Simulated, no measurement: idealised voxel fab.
The document below concerns the process module designated voxel wiring stack.
Xsec cut, 180 nm wide, square cell size 5 nm.
Just so we're on the same page, the cross-sections are grids of square cells, and they're listed out in bands top to bottom, each band one or more rows deep. The band entry comprises the height of the band's top followed by the height of its bottom, expressed in nm, and subsequently the band's materials from left to right, each stated together with its width in nm. Where a single material is marked with the word "throughout", that material fills the band from edge to edge. The word "air" represents empty space. Below 0: as-received wafer, all one material; heights counted from there. Lowest band: no bottom, goes on down, written "from 0 down". A width given as "30..40" starts at the first number in the band's top row and ends at the second number in its bottom row, shifting by an equal amount at every step from row to row. Basically "nothing got changed" means that step didn't change any cell in the cross-section. Look at "Enclosed void list" for the closed voids: empty spaces with no open path to the top, sized 8 cells or up. Each is width x height at distance, distance from the left edge, all nm. after a step's settings: what the simulator itself notes on the step. "overlay nm" answers the question of how far to the right of plan the mask lay on a step that has a mask, and when it is negative the answer is to the left. Below you will find pairs of cross-sections. In each, one shows the wafer before one process step and the other after it, with the after view ending at the lowest band that changed. Under each pair is the step separating them, along with its settings. Do not assume the pairs form a chain: they can come from different runs of this module on the same starting wafer, and a pair continues from the pair above it only when its "Status quo ante" entry says so.

**Status quo ante**
* from 110 to 105 | 60 of TiN | 15 of air | 30 of TiN | 15 of air | 60 of TiN
* from 105 to 95 | 55 of lowk | 5 of TiN | 15 of air | 5 of TiN | 20 of lowk | 5 of TiN | 15 of air | 5 of TiN | 55 of lowk
* from 95 to 90 | 55 of lowk | 5 of TiN | 5 of air | 15 of TiN | 20 of lowk | 25 of TiN | 55 of lowk
* from 90 to 80 | 55 of lowk | 5 of TiN | 5 of air | 5 of TiN | 110 of lowk
* from 80 to 75 | 55 of SiCN | 15 of TiN | 110 of SiCN
* from 75 to 60 | 55 of lowk | 5 of TiN | 5 of Cu | 5 of TiN | 30 of lowk | 5 of TiN | 5 of Cu | 5 of TiN | 65 of lowk
* from 60 to 55 | 55 of lowk | 15 of TiN | 30 of lowk | 15 of TiN | 65 of lowk
* from 55 to 45 | lowk throughout
* from 45 to 40 | SiCN throughout
* from 40 to 15 | 50 of lowk | 5 of SiN | 25 of W | 5 of SiN | 10 of lowk | 5 of SiN | 25 of W | 5 of SiN | 50 of lowk
* from 15 to 10 | 55 of SiN | 25 of TiN | 20 of SiN | 25 of TiN | 55 of SiN
* from 10 to 0 | SiO2 throughout
* from 0 down | Si throughout
* Enclosed void list: none

**Result of Step**
* from 120 to 110 | Cu throughout
* from 110 to 105 | 60 of TiN | 15 of Cu | 30 of TiN | 15 of Cu | 60 of TiN
* from 105 to 95 | 55 of lowk | 5 of TiN | 15 of Cu | 5 of TiN | 20 of lowk | 5 of TiN | 15 of Cu | 5 of TiN | 55 of lowk
* from 95 to 90 | 55 of lowk | 5 of TiN | 5 of Cu | 15 of TiN | 20 of lowk | 25 of TiN | 55 of lowk
* from 90 to 80 | 55 of lowk | 5 of TiN | 5 of Cu | 5 of TiN | 110 of lowk
* At heights below 80, the structure remains unaltered.
* Enclosed void list: none
Processing between the before and after sections above: FILL_DEP,material Cu,thk nm 10

Status quo ante: The structure entering this step is exactly what the pair just above shows after its step.

**Result of Step**
* from 105 to 95 | 55 of lowk | 5 of TiN | 15 of Cu | 5 of TiN | 20 of lowk | 5 of TiN | 15 of Cu | 5 of TiN | 55 of lowk
* At heights below 95, the structure remains unaltered.
* Enclosed void list: none
Processing between the before and after sections above: CMP,height nm 105

Status quo ante: The structure entering this step is exactly what the pair just above shows after its step.

**Result of Step**
* from 110 to 105 | SiCN throughout
* At heights below 105, the structure remains unaltered.
* Enclosed void list: none
Processing between the before and after sections above: CONFORMAL_DEP,material SiCN,thk nm 5

Status quo ante: The structure entering this step is exactly what the pair just above shows after its step.

**Result of Step**
* from 135 to 110 | SiO2 throughout
* At heights below 110, the structure remains unaltered.
* Enclosed void list: none
Processing between the before and after sections above: DIRECTIONAL_DEP,material SiO2,thk nm 25

Status quo ante: The structure entering this step is exactly what the pair just above shows after its step.

**Result of Step**
* from 135 to 110 | 55 of SiO2 | 15 of air | 110 of SiO2
* At heights below 110, the structure remains unaltered.
* Enclosed void list: none
Processing between the before and after sections above: MASKED_ETCH,tone open,mask id METAL_4_HOLES,width nm 15,etch materials SiO2,depth nm 25,overlay nm 0

Status quo ante: The structure entering this step is exactly what the pair just above shows after its step.

**Result of Step**
* from 150 to 135 | 55 of aC | 15 of air | 110 of aC
* from 135 to 125 | 55 of SiO2 | 15 of air | 110 of SiO2
* from 125 to 110 | 55 of SiO2 | 15 of aC | 110 of SiO2
* At heights below 110, the structure remains unaltered.
* Enclosed void list: none
Processing between the before and after sections above: DIRECTIONAL_DEP,material aC,thk nm 15

Status quo ante: The structure entering this step is exactly what the pair just above shows after its step.

**Result of Step**
* from 185 to 150 | 55 of resist | 25 of air | 20 of resist | 25 of air | 55 of resist
* At heights below 150, the structure remains unaltered.
* Enclosed void list: none
Processing between the before and after sections above: PATTERN,tone open,mask id METAL_4,material resist,width nm 25,pitch nm 45,thk nm 35,overlay nm 0

Status quo ante: The structure entering this step is exactly what the pair just above shows after its step.

**Result of Step**
* from 170 to 150 | 55 of resist | 25 of air | 20 of resist | 25 of air | 55 of resist
* from 150 to 135 | 55 of aC | 25 of air | 20 of aC | 25 of air | 55 of aC
* from 135 to 110 | 55 of SiO2 | 15 of air | 110 of SiO2
* At heights below 110, the structure remains unaltered.
* Enclosed void list: none
Processing between the before and after sections above: DIRECTIONAL_ETCH,etch materials aC,depth nm 15

Status quo ante: The structure entering this step is exactly what the pair just above shows after its step.

**Result of Step**
* from 150 to 135 | 55 of aC | 25 of air | 20 of aC | 25 of air | 55 of aC
* At heights below 135, the structure remains unaltered.
* Enclosed void list: none
Processing between the before and after sections above: STRIP,etch materials resist

Status quo ante: The structure entering this step is exactly what the pair just above shows after its step.

**Result of Step**
* from 150 to 135 | 55 of aC | 25 of air | 20 of aC | 25 of air | 55 of aC
* from 135 to 120 | 55 of SiO2 | 25 of air | 20 of SiO2 | 25 of air | 55 of SiO2
* At heights below 120, the structure remains unaltered.
* Enclosed void list: none
Processing between the before and after sections above: DIRECTIONAL_ETCH,etch materials SiO2,depth nm 15

Status quo ante: The structure entering this step is exactly what the pair just above shows after its step.

**Result of Step**
* from 150 to 135 | 55 of aC | 25 of air | 20 of aC | 25 of air | 55 of aC
* from 135 to 120 | 55 of SiO2 | 25 of air | 20 of SiO2 | 25 of air | 55 of SiO2
* from 120 to 110 | 55 of SiO2 | 15 of air | 110 of SiO2
* from 110 to 105 | 55 of SiCN | 15 of air | 110 of SiCN
* At heights below 105, the structure remains unaltered.
* Enclosed void list: none
Processing between the before and after sections above: DIRECTIONAL_ETCH,etch materials SiCN,depth nm 5

Status quo ante: The structure entering this step is exactly what the pair just above shows after its step.

**Result of Step**
* from 135 to 120 | 55 of SiO2 | 25 of air | 20 of SiO2 | 25 of air | 55 of SiO2
* At heights below 120, the structure remains unaltered.
* Enclosed void list: none
Processing between the before and after sections above: STRIP,etch materials aC

Status quo ante: The structure entering this step is exactly what the pair just above shows after its step.

**Result of Step**
* from 140 to 135 | 60 of TiN | 15 of air | 30 of TiN | 15 of air | 60 of TiN
* from 135 to 125 | 55 of SiO2 | 5 of TiN | 15 of air | 5 of TiN | 20 of SiO2 | 5 of TiN | 15 of air | 5 of TiN | 55 of SiO2
* from 125 to 120 | 55 of SiO2 | 5 of TiN | 5 of air | 15 of TiN | 20 of SiO2 | 25 of TiN | 55 of SiO2
* from 120 to 110 | 55 of SiO2 | 5 of TiN | 5 of air | 5 of TiN | 110 of SiO2
* from 110 to 105 | 55 of SiCN | 15 of TiN | 110 of SiCN
* At heights below 105, the structure remains unaltered.
* Enclosed void list: none
Processing between the before and after sections above: CONFORMAL_DEP,material TiN,thk nm 5

Status quo ante: The structure entering this step is exactly what the pair just above shows after its step.

**Result of Step**
* from 145 to 140 | Cu throughout
* from 140 to 135 | 60 of TiN | 15 of Cu | 30 of TiN | 15 of Cu | 60 of TiN
* from 135 to 125 | 55 of SiO2 | 5 of TiN | 15 of Cu | 5 of TiN | 20 of SiO2 | 5 of TiN | 15 of Cu | 5 of TiN | 55 of SiO2
* from 125 to 120 | 55 of SiO2 | 5 of TiN | 5 of Cu | 15 of TiN | 20 of SiO2 | 25 of TiN | 55 of SiO2
* from 120 to 110 | 55 of SiO2 | 5 of TiN | 5 of Cu | 5 of TiN | 110 of SiO2
* At heights below 110, the structure remains unaltered.
* Enclosed void list: none
Processing between the before and after sections above: FILL_DEP,material Cu,thk nm 5

Status quo ante: The structure entering this step is exactly what the pair just above shows after its step.

**Result of Step**
* from 135 to 125 | 55 of SiO2 | 5 of TiN | 15 of Cu | 5 of TiN | 20 of SiO2 | 5 of TiN | 15 of Cu | 5 of TiN | 55 of SiO2
* At heights below 125, the structure remains unaltered.
* Enclosed void list: none
Processing between the before and after sections above: CMP,height nm 135

Status quo ante: The structure entering this step is exactly what the pair just above shows after its step.

**Result of Step**
* from 140 to 135 | SiCN throughout
* At heights below 135, the structure remains unaltered.
* Enclosed void list: none
Processing between the before and after sections above: CONFORMAL_DEP,material SiCN,thk nm 5

**Status quo ante**
* from 10 to 0 | SiO2 throughout
* from 0 down | Si throughout
* Enclosed void list: none

**Result of Step**
* from 35 to 10 | W throughout
* At heights below 10, the structure remains unaltered.
* Enclosed void list: none
Processing between the before and after sections above: DIRECTIONAL_DEP,material W,thk nm 25

Status quo ante: The structure entering this step is exactly what the pair just above shows after its step.

**Result of Step**
* from 40 to 35 | TiN throughout
* At heights below 35, the structure remains unaltered.
* Enclosed void list: none
Processing between the before and after sections above: DIRECTIONAL_DEP,material TiN,thk nm 5

Status quo ante: The structure entering this step is exactly what the pair just above shows after its step.

**Result of Step**
* from 50 to 40 | aC throughout
* At heights below 40, the structure remains unaltered.
* Enclosed void list: none
Processing between the before and after sections above: DIRECTIONAL_DEP,material aC,thk nm 10

Status quo ante: The structure entering this step is exactly what the pair just above shows after its step.

**Result of Step**
* from 80 to 50 | 55 of air | 25 of resist | 20 of air | 25 of resist | 55 of air
* At heights below 50, the structure remains unaltered.
* Enclosed void list: none
Processing between the before and after sections above: PATTERN,tone cover,mask id METAL_1,material resist,width nm 25,pitch nm 45,thk nm 30,overlay nm 0

Status quo ante: The structure entering this step is exactly what the pair just above shows after its step.

**Result of Step**
* from 70 to 50 | 55 of air | 25 of resist | 20 of air | 25 of resist | 55 of air
* from 50 to 40 | 55 of air | 25 of aC | 20 of air | 25 of aC | 55 of air
* At heights below 40, the structure remains unaltered.
* Enclosed void list: none
Processing between the before and after sections above: DIRECTIONAL_ETCH,etch materials aC,depth nm 10

Status quo ante: The structure entering this step is exactly what the pair just above shows after its step.

**Result of Step**
* from 50 to 40 | 55 of air | 25 of aC | 20 of air | 25 of aC | 55 of air
* At heights below 40, the structure remains unaltered.
* Enclosed void list: none
Processing between the before and after sections above: STRIP,etch materials resist

Status quo ante: The structure entering this step is exactly what the pair just above shows after its step.

**Result of Step**
* from 50 to 40 | 55 of air | 25 of aC | 20 of air | 25 of aC | 55 of air
* from 40 to 35 | 55 of air | 25 of TiN | 20 of air | 25 of TiN | 55 of air
* At heights below 35, the structure remains unaltered.
* Enclosed void list: none
Processing between the before and after sections above: DIRECTIONAL_ETCH,etch materials TiN,depth nm 5

Status quo ante: The structure entering this step is exactly what the pair just above shows after its step.

**Result of Step**
* from 40 to 35 | 55 of air | 25 of TiN | 20 of air | 25 of TiN | 55 of air
* At heights below 35, the structure remains unaltered.
* Enclosed void list: none
Processing between the before and after sections above: STRIP,etch materials aC

Status quo ante: The structure entering this step is exactly what the pair just above shows after its step.

**Result of Step**
* from 45 to 40 | 50 of air | 35 of SiN | 10 of air | 35 of SiN | 50 of air
* from 40 to 35 | 55 of SiN | 25 of TiN | 20 of SiN | 25 of TiN | 55 of SiN
* At heights below 35, the structure remains unaltered.
* Enclosed void list: none
Processing between the before and after sections above: CONFORMAL_DEP,material SiN,thk nm 5

Status quo ante: The structure entering this step is exactly what the pair just above shows after its step.

**Result of Step**
* from 55 to 45 | lowk throughout
* from 45 to 40 | 50 of lowk | 35 of SiN | 10 of lowk | 35 of SiN | 50 of lowk
* At heights below 40, the structure remains unaltered.
* Enclosed void list: none
Processing between the before and after sections above: FILL_DEP,material lowk,thk nm 10

Status quo ante: The structure entering this step is exactly what the pair just above shows after its step.

**Result of Step**
* from 40 to 35 | 55 of SiN | 25 of TiN | 20 of SiN | 25 of TiN | 55 of SiN
* At heights below 35, the structure remains unaltered.
* Enclosed void list: none
Processing between the before and after sections above: CMP,height nm 40

Status quo ante: The structure entering this step is exactly what the pair just above shows after its step.

**Result of Step**
* from 45 to 40 | SiCN throughout
* At heights below 40, the structure remains unaltered.
* Enclosed void list: none
Processing between the before and after sections above: CONFORMAL_DEP,material SiCN,thk nm 5

Status quo ante: The structure entering this step is exactly what the pair just above shows after its step.

**Result of Step**
* from 75 to 45 | lowk throughout
* At heights below 45, the structure remains unaltered.
* Enclosed void list: none
Processing between the before and after sections above: DIRECTIONAL_DEP,material lowk,thk nm 30

Status quo ante: The structure entering this step is exactly what the pair just above shows after its step.

**Result of Step**
* from 90 to 75 | aC throughout
* At heights below 75, the structure remains unaltered.
* Enclosed void list: none
Processing between the before and after sections above: DIRECTIONAL_DEP,material aC,thk nm 15

Status quo ante: The structure entering this step is exactly what the pair just above shows after its step.

**Result of Step**
* from 125 to 90 | 55 of resist | 15 of air | 30 of resist | 15 of air | 65 of resist
* At heights below 90, the structure remains unaltered.
* Enclosed void list: none
Processing between the before and after sections above: PATTERN,tone open,mask id METAL_2_HOLES,material resist,width nm 15,pitch nm 45,thk nm 35,overlay nm 0

Status quo ante: The structure entering this step is exactly what the pair just above shows after its step.

**Result of Step**
* from 110 to 90 | 55 of resist | 15 of air | 30 of resist | 15 of air | 65 of resist
* from 90 to 75 | 55 of aC | 15 of air | 30 of aC | 15 of air | 65 of aC
* At heights below 75, the structure remains unaltered.
* Enclosed void list: none
Processing between the before and after sections above: DIRECTIONAL_ETCH,etch materials aC,depth nm 15

Status quo ante: The structure entering this step is exactly what the pair just above shows after its step.

**Result of Step**
* from 90 to 75 | 55 of aC | 15 of air | 30 of aC | 15 of air | 65 of aC
* At heights below 75, the structure remains unaltered.
* Enclosed void list: none
Processing between the before and after sections above: STRIP,etch materials resist

Status quo ante: The structure entering this step is exactly what the pair just above shows after its step.

**Result of Step**
* from 90 to 75 | 55 of aC | 15 of air | 30 of aC | 15 of air | 65 of aC
* from 75 to 45 | 55 of lowk | 15 of air | 30 of lowk | 15 of air | 65 of lowk
* At heights below 45, the structure remains unaltered.
* Enclosed void list: none
Processing between the before and after sections above: DIRECTIONAL_ETCH,etch materials lowk,depth nm 30

Status quo ante: The structure entering this step is exactly what the pair just above shows after its step.

**Result of Step**
* from 75 to 45 | 55 of lowk | 15 of air | 30 of lowk | 15 of air | 65 of lowk
* At heights below 45, the structure remains unaltered.
* Enclosed void list: none
Processing between the before and after sections above: STRIP,etch materials aC

Status quo ante: The structure entering this step is exactly what the pair just above shows after its step.

**Result of Step**
* from 90 to 75 | 55 of aC | 15 of air | 30 of aC | 15 of air | 65 of aC
* from 75 to 60 | 55 of lowk | 15 of air | 30 of lowk | 15 of air | 65 of lowk
* from 60 to 45 | 55 of lowk | 15 of aC | 30 of lowk | 15 of aC | 65 of lowk
* At heights below 45, the structure remains unaltered.
* Enclosed void list: none
Processing between the before and after sections above: DIRECTIONAL_DEP,material aC,thk nm 15

Status quo ante: The structure entering this step is exactly what the pair just above shows after its step.

**Result of Step**
* from 120 to 90 | 55 of resist | 25 of air | 20 of resist | 25 of air | 55 of resist
* At heights below 90, the structure remains unaltered.
* Enclosed void list: none
Processing between the before and after sections above: PATTERN,tone open,mask id METAL_2,material resist,width nm 25,pitch nm 45,thk nm 30,overlay nm 0

Status quo ante: The structure entering this step is exactly what the pair just above shows after its step.

**Result of Step**
* from 105 to 90 | 55 of resist | 25 of air | 20 of resist | 25 of air | 55 of resist
* from 90 to 75 | 55 of aC | 25 of air | 20 of aC | 25 of air | 55 of aC
* from 75 to 45 | 55 of lowk | 15 of air | 30 of lowk | 15 of air | 65 of lowk
* At heights below 45, the structure remains unaltered.
* Enclosed void list: none
Processing between the before and after sections above: DIRECTIONAL_ETCH,etch materials aC,depth nm 15

Status quo ante: The structure entering this step is exactly what the pair just above shows after its step.

**Result of Step**
* from 90 to 75 | 55 of aC | 25 of air | 20 of aC | 25 of air | 55 of aC
* At heights below 75, the structure remains unaltered.
* Enclosed void list: none
Processing between the before and after sections above: STRIP,etch materials resist

Status quo ante: The structure entering this step is exactly what the pair just above shows after its step.

**Result of Step**
* from 90 to 75 | 55 of aC | 25 of air | 20 of aC | 25 of air | 55 of aC
* from 75 to 55 | 55 of lowk | 25 of air | 20 of lowk | 25 of air | 55 of lowk
* At heights below 55, the structure remains unaltered.
* Enclosed void list: none
Processing between the before and after sections above: DIRECTIONAL_ETCH,etch materials lowk,depth nm 20

Status quo ante: The structure entering this step is exactly what the pair just above shows after its step.

**Result of Step**
* from 90 to 75 | 55 of aC | 25 of air | 20 of aC | 25 of air | 55 of aC
* from 75 to 55 | 55 of lowk | 25 of air | 20 of lowk | 25 of air | 55 of lowk
* from 55 to 45 | 55 of lowk | 15 of air | 30 of lowk | 15 of air | 65 of lowk
* from 45 to 40 | 55 of SiCN | 15 of air | 30 of SiCN | 15 of air | 65 of SiCN
* At heights below 40, the structure remains unaltered.
* Enclosed void list: none
Processing between the before and after sections above: DIRECTIONAL_ETCH,etch materials SiCN,depth nm 5

Status quo ante: The structure entering this step is exactly what the pair just above shows after its step.

**Result of Step**
* from 75 to 55 | 55 of lowk | 25 of air | 20 of lowk | 25 of air | 55 of lowk
* At heights below 55, the structure remains unaltered.
* Enclosed void list: none
Processing between the before and after sections above: STRIP,etch materials aC

Status quo ante: The structure entering this step is exactly what the pair just above shows after its step.

**Result of Step**
* from 80 to 75 | 60 of TiN | 15 of air | 30 of TiN | 15 of air | 60 of TiN
* from 75 to 60 | 55 of lowk | 5 of TiN | 15 of air | 5 of TiN | 20 of lowk | 5 of TiN | 15 of air | 5 of TiN | 55 of lowk
* from 60 to 55 | 55 of lowk | 5 of TiN | 5 of air | 15 of TiN | 20 of lowk | 5 of TiN | 5 of air | 15 of TiN | 55 of lowk
* from 55 to 45 | 55 of lowk | 5 of TiN | 5 of air | 5 of TiN | 30 of lowk | 5 of TiN | 5 of air | 5 of TiN | 65 of lowk
* from 45 to 40 | 55 of SiCN | 15 of TiN | 30 of SiCN | 15 of TiN | 65 of SiCN
* At heights below 40, the structure remains unaltered.
* Enclosed void list: none
Processing between the before and after sections above: CONFORMAL_DEP,material TiN,thk nm 5

Status quo ante: The structure entering this step is exactly what the pair just above shows after its step.

**Result of Step**
* from 85 to 80 | Cu throughout
* from 80 to 75 | 60 of TiN | 15 of Cu | 30 of TiN | 15 of Cu | 60 of TiN
* from 75 to 60 | 55 of lowk | 5 of TiN | 15 of Cu | 5 of TiN | 20 of lowk | 5 of TiN | 15 of Cu | 5 of TiN | 55 of lowk
* from 60 to 55 | 55 of lowk | 5 of TiN | 5 of Cu | 15 of TiN | 20 of lowk | 5 of TiN | 5 of Cu | 15 of TiN | 55 of lowk
* from 55 to 45 | 55 of lowk | 5 of TiN | 5 of Cu | 5 of TiN | 30 of lowk | 5 of TiN | 5 of Cu | 5 of TiN | 65 of lowk
* At heights below 45, the structure remains unaltered.
* Enclosed void list: none
Processing between the before and after sections above: FILL_DEP,material Cu,thk nm 5

Status quo ante: The structure entering this step is exactly what the pair just above shows after its step.

**Result of Step**
* from 75 to 60 | 55 of lowk | 5 of TiN | 15 of Cu | 5 of TiN | 20 of lowk | 5 of TiN | 15 of Cu | 5 of TiN | 55 of lowk
* At heights below 60, the structure remains unaltered.
* Enclosed void list: none
Processing between the before and after sections above: CMP,height nm 75

Status quo ante: The structure entering this step is exactly what the pair just above shows after its step.

**Result of Step**
* from 80 to 75 | SiCN throughout
* At heights below 75, the structure remains unaltered.
* Enclosed void list: none
Processing between the before and after sections above: CONFORMAL_DEP,material SiCN,thk nm 5

Status quo ante: The structure entering this step is exactly what the pair just above shows after its step.

**Result of Step**
* from 105 to 80 | lowk throughout
* At heights below 80, the structure remains unaltered.
* Enclosed void list: none
Processing between the before and after sections above: DIRECTIONAL_DEP,material lowk,thk nm 25

Status quo ante: The structure entering this step is exactly what the pair just above shows after its step.

**Result of Step**
* from 115 to 105 | aC throughout
* At heights below 105, the structure remains unaltered.
* Enclosed void list: none
Processing between the before and after sections above: DIRECTIONAL_DEP,material aC,thk nm 10

Status quo ante: The structure entering this step is exactly what the pair just above shows after its step.

**Result of Step**
* from 140 to 115 | 55 of resist | 15 of air | 110 of resist
* At heights below 115, the structure remains unaltered.
* Enclosed void list: none
Processing between the before and after sections above: PATTERN,tone open,mask id METAL_3_HOLES,material resist,width nm 15,thk nm 25,overlay nm 0

Status quo ante: The structure entering this step is exactly what the pair just above shows after its step.

**Result of Step**
* from 130 to 115 | 55 of resist | 15 of air | 110 of resist
* from 115 to 105 | 55 of aC | 15 of air | 110 of aC
* At heights below 105, the structure remains unaltered.
* Enclosed void list: none
Processing between the before and after sections above: DIRECTIONAL_ETCH,etch materials aC,depth nm 10

Status quo ante: The structure entering this step is exactly what the pair just above shows after its step.

**Result of Step**
* from 115 to 105 | 55 of aC | 15 of air | 110 of aC
* At heights below 105, the structure remains unaltered.
* Enclosed void list: none
Processing between the before and after sections above: STRIP,etch materials resist

Status quo ante: The structure entering this step is exactly what the pair just above shows after its step.

**Result of Step**
* from 115 to 105 | 55 of aC | 15 of air | 110 of aC
* from 105 to 80 | 55 of lowk | 15 of air | 110 of lowk
* At heights below 80, the structure remains unaltered.
* Enclosed void list: none
Processing between the before and after sections above: DIRECTIONAL_ETCH,etch materials lowk,depth nm 25

Status quo ante: The structure entering this step is exactly what the pair just above shows after its step.

**Result of Step**
* from 105 to 80 | 55 of lowk | 15 of air | 110 of lowk
* At heights below 80, the structure remains unaltered.
* Enclosed void list: none
Processing between the before and after sections above: STRIP,etch materials aC

Status quo ante: The structure entering this step is exactly what the pair just above shows after its step.

**Result of Step**
* from 125 to 105 | 55 of resist | 25 of air | 20 of resist | 25 of air | 55 of resist
* At heights below 105, the structure remains unaltered.
* Enclosed void list: none
Processing between the before and after sections above: PATTERN,tone open,mask id METAL_3,material resist,width nm 25,pitch nm 45,thk nm 20,overlay nm 0

Status quo ante: The structure entering this step is exactly what the pair just above shows after its step.

**Result of Step**
* from 125 to 105 | 55 of resist | 25 of air | 20 of resist | 25 of air | 55 of resist
* from 105 to 90 | 55 of lowk | 25 of air | 20 of lowk | 25 of air | 55 of lowk
* At heights below 90, the structure remains unaltered.
* Enclosed void list: none
Processing between the before and after sections above: DIRECTIONAL_ETCH,etch materials lowk,depth nm 15

Status quo ante: The structure entering this step is exactly what the pair just above shows after its step.

**Result of Step**
* from 125 to 105 | 55 of resist | 25 of air | 20 of resist | 25 of air | 55 of resist
* from 105 to 90 | 55 of lowk | 25 of air | 20 of lowk | 25 of air | 55 of lowk
* from 90 to 80 | 55 of lowk | 15 of air | 110 of lowk
* from 80 to 75 | 55 of SiCN | 15 of air | 110 of SiCN
* At heights below 75, the structure remains unaltered.
* Enclosed void list: none
Processing between the before and after sections above: DIRECTIONAL_ETCH,etch materials SiCN,depth nm 5

Status quo ante: The structure entering this step is exactly what the pair just above shows after its step.

**Result of Step**
* from 105 to 90 | 55 of lowk | 25 of air | 20 of lowk | 25 of air | 55 of lowk
* At heights below 90, the structure remains unaltered.
* Enclosed void list: none
Processing between the before and after sections above: STRIP,etch materials resist

Status quo ante: The structure entering this step is exactly what the pair just above shows after its step.

**Result of Step**
* from 110 to 105 | 60 of TiN | 15 of air | 30 of TiN | 15 of air | 60 of TiN
* from 105 to 95 | 55 of lowk | 5 of TiN | 15 of air | 5 of TiN | 20 of lowk | 5 of TiN | 15 of air | 5 of TiN | 55 of lowk
* from 95 to 90 | 55 of lowk | 5 of TiN | 5 of air | 15 of TiN | 20 of lowk | 25 of TiN | 55 of lowk
* from 90 to 80 | 55 of lowk | 5 of TiN | 5 of air | 5 of TiN | 110 of lowk
* from 80 to 75 | 55 of SiCN | 15 of TiN | 110 of SiCN
* At heights below 75, the structure remains unaltered.
* Enclosed void list: none
Processing between the before and after sections above: CONFORMAL_DEP,material TiN,thk nm 5

Status quo ante: The structure entering this step is exactly what the pair just above shows after its step.

**Result of Step**
* from 120 to 110 | Cu throughout
* from 110 to 105 | 60 of TiN | 15 of Cu | 30 of TiN | 15 of Cu | 60 of TiN
* from 105 to 95 | 55 of lowk | 5 of TiN | 15 of Cu | 5 of TiN | 20 of lowk | 5 of TiN | 15 of Cu | 5 of TiN | 55 of lowk
* from 95 to 90 | 55 of lowk | 5 of TiN | 5 of Cu | 15 of TiN | 20 of lowk | 25 of TiN | 55 of lowk
* from 90 to 80 | 55 of lowk | 5 of TiN | 5 of Cu | 5 of TiN | 110 of lowk
* At heights below 80, the structure remains unaltered.
* Enclosed void list: none
Processing between the before and after sections above: FILL_DEP,material Cu,thk nm 10

Status quo ante: The structure entering this step is exactly what the pair just above shows after its step.

**Result of Step**
* from 105 to 95 | 55 of lowk | 5 of TiN | 15 of Cu | 5 of TiN | 20 of lowk | 5 of TiN | 15 of Cu | 5 of TiN | 55 of lowk
* At heights below 95, the structure remains unaltered.
* Enclosed void list: none
Processing between the before and after sections above: CMP,height nm 105

Status quo ante: The structure entering this step is exactly what the pair just above shows after its step.

**Result of Step**
* from 110 to 105 | SiCN throughout
* At heights below 105, the structure remains unaltered.
* Enclosed void list: none
Processing between the before and after sections above: CONFORMAL_DEP,material SiCN,thk nm 5

Status quo ante: The structure entering this step is exactly what the pair just above shows after its step.

**Result of Step**
* from 135 to 110 | SiO2 throughout
* At heights below 110, the structure remains unaltered.
* Enclosed void list: none
Processing between the before and after sections above: DIRECTIONAL_DEP,material SiO2,thk nm 25

Status quo ante: The structure entering this step is exactly what the pair just above shows after its step.

**Result of Step**
* from 135 to 110 | 55 of SiO2 | 15 of air | 110 of SiO2
* At heights below 110, the structure remains unaltered.
* Enclosed void list: none
Processing between the before and after sections above: MASKED_ETCH,tone open,mask id METAL_4_HOLES,width nm 15,etch materials SiO2,depth nm 25,overlay nm 0

Status quo ante: The structure entering this step is exactly what the pair just above shows after its step.

**Result of Step**
* from 150 to 135 | 55 of aC | 15 of air | 110 of aC
* from 135 to 125 | 55 of SiO2 | 15 of air | 110 of SiO2
* from 125 to 110 | 55 of SiO2 | 15 of aC | 110 of SiO2
* At heights below 110, the structure remains unaltered.
* Enclosed void list: none
Processing between the before and after sections above: DIRECTIONAL_DEP,material aC,thk nm 15

Status quo ante: The structure entering this step is exactly what the pair just above shows after its step.

**Result of Step**
* from 185 to 150 | 55 of resist | 25 of air | 20 of resist | 25 of air | 55 of resist
* At heights below 150, the structure remains unaltered.
* Enclosed void list: none
Processing between the before and after sections above: PATTERN,tone open,mask id METAL_4,material resist,width nm 25,pitch nm 45,thk nm 35,overlay nm 0

Status quo ante: The structure entering this step is exactly what the pair just above shows after its step.

**Result of Step**
* from 170 to 150 | 55 of resist | 25 of air | 20 of resist | 25 of air | 55 of resist
* from 150 to 135 | 55 of aC | 25 of air | 20 of aC | 25 of air | 55 of aC
* from 135 to 110 | 55 of SiO2 | 15 of air | 110 of SiO2
* At heights below 110, the structure remains unaltered.
* Enclosed void list: none
Processing between the before and after sections above: DIRECTIONAL_ETCH,etch materials aC,depth nm 15

Status quo ante: The structure entering this step is exactly what the pair just above shows after its step.

**Result of Step**
* from 150 to 135 | 55 of aC | 25 of air | 20 of aC | 25 of air | 55 of aC
* At heights below 135, the structure remains unaltered.
* Enclosed void list: none
Processing between the before and after sections above: STRIP,etch materials resist

Status quo ante: The structure entering this step is exactly what the pair just above shows after its step.

**Result of Step**
* from 150 to 135 | 55 of aC | 25 of air | 20 of aC | 25 of air | 55 of aC
* from 135 to 120 | 55 of SiO2 | 25 of air | 20 of SiO2 | 25 of air | 55 of SiO2
* At heights below 120, the structure remains unaltered.
* Enclosed void list: none
Processing between the before and after sections above: DIRECTIONAL_ETCH,etch materials SiO2,depth nm 15

Status quo ante: The structure entering this step is exactly what the pair just above shows after its step.

**Result of Step**
* from 150 to 135 | 55 of aC | 25 of air | 20 of aC | 25 of air | 55 of aC
* from 135 to 120 | 55 of SiO2 | 25 of air | 20 of SiO2 | 25 of air | 55 of SiO2
* from 120 to 110 | 55 of SiO2 | 15 of air | 110 of SiO2
* from 110 to 105 | 55 of SiCN | 15 of air | 110 of SiCN
* At heights below 105, the structure remains unaltered.
* Enclosed void list: none
Processing between the before and after sections above: DIRECTIONAL_ETCH,etch materials SiCN,depth nm 5

Status quo ante: The structure entering this step is exactly what the pair just above shows after its step.

**Result of Step**
* from 135 to 120 | 55 of SiO2 | 25 of air | 20 of SiO2 | 25 of air | 55 of SiO2
* At heights below 120, the structure remains unaltered.
* Enclosed void list: none
Processing between the before and after sections above: STRIP,etch materials aC

Status quo ante: The structure entering this step is exactly what the pair just above shows after its step.

**Result of Step**
* from 140 to 135 | 60 of TiN | 15 of air | 30 of TiN | 15 of air | 60 of TiN
* from 135 to 125 | 55 of SiO2 | 5 of TiN | 15 of air | 5 of TiN | 20 of SiO2 | 5 of TiN | 15 of air | 5 of TiN | 55 of SiO2
* from 125 to 120 | 55 of SiO2 | 5 of TiN | 5 of air | 15 of TiN | 20 of SiO2 | 25 of TiN | 55 of SiO2
* from 120 to 110 | 55 of SiO2 | 5 of TiN | 5 of air | 5 of TiN | 110 of SiO2
* from 110 to 105 | 55 of SiCN | 15 of TiN | 110 of SiCN
* At heights below 105, the structure remains unaltered.
* Enclosed void list: none
Processing between the before and after sections above: CONFORMAL_DEP,material TiN,thk nm 5
